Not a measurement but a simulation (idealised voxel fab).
The following is a process module called voxel wiring stack.
In the cross-section labelled cut, the width is 210 nm and each square cell is 5 nm.
We lay out every cross-section as a grid of square cells and spell it out in bands from the top down, where one band means one or more rows of cells. It is stipulated that each band's entry specify, in nanometres, the height of the top of the band and then that of its bottom, followed by the materials of the band in left-to-right sequence, each together with its width in nanometres. A single material marked by the word "throughout" is understood to fill the band from edge to edge; the word "blank" is understood to denote empty space. A quick word on heights: they are counted from 0, and under that level the wafer as it came to us is one material throughout. The lowest band is different from the rest in having no bottom; it simply continues downward, written as in "from 0 down". Width spec "30..40" -> top row of cells at first value, bottom row at second value, equal per-row change in between. A step reported as "remained the same" is a step in which no cell of the cross-section changed. If an empty space has no open way to the top and is at least 8 cells in size, "Fully sealed voids" lists it, written width x height at distance, where distance is measured from the left edge and every value is in nm. Whatever follows a step's settings on its line is a remark the simulator itself makes about that step. What "overlay nm" on a step's line means: if the step has a mask, that mask lay this far to the right of its planned place, or, when the value is negative, to the left.
# Below is the list of planned process steps
1: RECEIVE, material Si
2: CONFORMAL_DEP, material SiO2, thk nm 15
3: DIRECTIONAL_DEP, material TiN, thk nm 5
4: DIRECTIONAL_DEP, material W, thk nm 25
5: DIRECTIONAL_DEP, material aC, thk nm 10
6: PATTERN, tone cover, mask id METAL_1, material resist, width nm 30, pitch nm 50, thk nm 30, overlay nm 0
7: DIRECTIONAL_ETCH, etch materials aC, depth nm 10
8: STRIP, etch materials resist
9: DIRECTIONAL_ETCH, etch materials W, depth nm 25
10: DIRECTIONAL_ETCH, etch materials TiN, depth nm 5
11: STRIP, etch materials aC
12: CONFORMAL_DEP, material SiCN, thk nm 5
13: FILL_DEP, material lowk, thk nm 10
14: CMP, height nm 45
15: CONFORMAL_DEP, material SiCN, thk nm 5
16: DIRECTIONAL_DEP, material lowk, thk nm 20
17: DIRECTIONAL_DEP, material aC, thk nm 10
18: PATTERN, tone open, mask id PLUG_1, material resist, width nm 15, pitch nm 100, thk nm 25, overlay nm 0
19: DIRECTIONAL_ETCH, etch materials aC, depth nm 10
20: STRIP, etch materials resist
21: DIRECTIONAL_ETCH, etch materials lowk, depth nm 20
22: DIRECTIONAL_ETCH, etch materials SiCN, depth nm 5
23: STRIP, etch materials aC
24: EPI, material Ru, thk nm 10
25: EPI, material Ru, thk nm 10
26: EPI, material Ru, thk nm 5
27: CONFORMAL_DEP, material SiCN, thk nm 5
28: DIRECTIONAL_DEP, material SiO2, thk nm 25
29: PATTERN, tone open, mask id METAL_2, material resist, width nm 30, pitch nm 50, thk nm 20, overlay nm 0
30: DIRECTIONAL_ETCH, etch materials SiO2, depth nm 25
31: DIRECTIONAL_ETCH, etch materials SiCN, depth nm 5
32: STRIP, etch materials resist
33: CONFORMAL_DEP, material TiN, thk nm 5
34: FILL_DEP, material Ru, thk nm 10
35: CMP, height nm 100
36: CONFORMAL_DEP, material SiCN, thk nm 5
37: DIRECTIONAL_DEP, material SiO2, thk nm 30
38: PATTERN, tone open, mask id METAL_3, material resist, width nm 30, pitch nm 50, thk nm 20, overlay nm 0
39: DIRECTIONAL_ETCH, etch materials SiO2, depth nm 20
40: STRIP, etch materials resist
41: MASKED_ETCH, tone open, mask id METAL_3_HOLES, width nm 15, pitch nm 50, etch materials SiO2, depth nm 10, overlay nm 0
42: MASKED_ETCH, tone open, mask id METAL_3_HOLES, width nm 15, pitch nm 50, etch materials SiCN, depth nm 5, overlay nm 0
43: CONFORMAL_DEP, material TiN, thk nm 5
44: FILL_DEP, material Cu, thk nm 5
45: CMP, height nm 135
46: CONFORMAL_DEP, material SiCN, thk nm 5
# Shown in cross-section is the wafer as received, that is, as it stands after step 1
* from 0 down | Si throughout
* Fully sealed voids: none
# Wafer at module end, in section. Began as above, planned as above, run with one mistake
* from 140 to 135 | SiCN throughout
* from 135 to 120 | SiO2 40 nm / TiN 5 nm / Cu 20 nm / TiN 5 nm / SiO2 20 nm / TiN 5 nm / Cu 20 nm / TiN 5 nm / SiO2 20 nm / TiN 5 nm / Cu 20 nm / TiN 5 nm / SiO2 40 nm
* from 120 to 115 | SiO2 40 nm / TiN 5 nm / Cu 5 nm / TiN 20 nm / SiO2 20 nm / TiN 5 nm / Cu 5 nm / TiN 20 nm / SiO2 20 nm / TiN 5 nm / Cu 5 nm / TiN 20 nm / SiO2 40 nm
* from 115 to 105 | SiO2 40 nm / TiN 5 nm / Cu 5 nm / TiN 5 nm / SiO2 35 nm / TiN 5 nm / Cu 5 nm / TiN 5 nm / SiO2 35 nm / TiN 5 nm / Cu 5 nm / TiN 5 nm / SiO2 55 nm
* from 105 to 100 | SiCN 40 nm / TiN 15 nm / SiCN 35 nm / TiN 15 nm / SiCN 35 nm / TiN 15 nm / SiCN 55 nm
* from 100 to 75 | SiO2 40 nm / TiN 5 nm / Ru 20 nm / TiN 5 nm / SiO2 20 nm / TiN 5 nm / Ru 20 nm / TiN 5 nm / SiO2 20 nm / TiN 5 nm / Ru 20 nm / TiN 5 nm / SiO2 40 nm
* from 75 to 70 | SiCN 40 nm / TiN 30 nm / SiCN 20 nm / TiN 30 nm / SiCN 20 nm / TiN 30 nm / SiCN 40 nm
* from 70 to 50 | lowk 50 nm / Ru 15 nm / lowk 85 nm / Ru 15 nm / lowk 45 nm
* from 50 to 45 | SiCN 50 nm / Ru 15 nm / SiCN 85 nm / Ru 15 nm / SiCN 45 nm
* from 45 to 20 | lowk 35 nm / SiCN 5 nm / W 30 nm / SiCN 5 nm / lowk 10 nm / SiCN 5 nm / W 30 nm / SiCN 5 nm / lowk 10 nm / SiCN 5 nm / W 30 nm / SiCN 5 nm / lowk 35 nm
* from 20 to 15 | SiCN 40 nm / TiN 30 nm / SiCN 20 nm / TiN 30 nm / SiCN 20 nm / TiN 30 nm / SiCN 40 nm
* from 15 to 0 | SiO2 throughout
* from 0 down | Si throughout
* Fully sealed voids: none
What was done differently from what was planned? step 18 ran as: PATTERN, tone open, mask id PLUG_1, material resist, width nm 15, pitch nm 100, thk nm 25, overlay nm 10
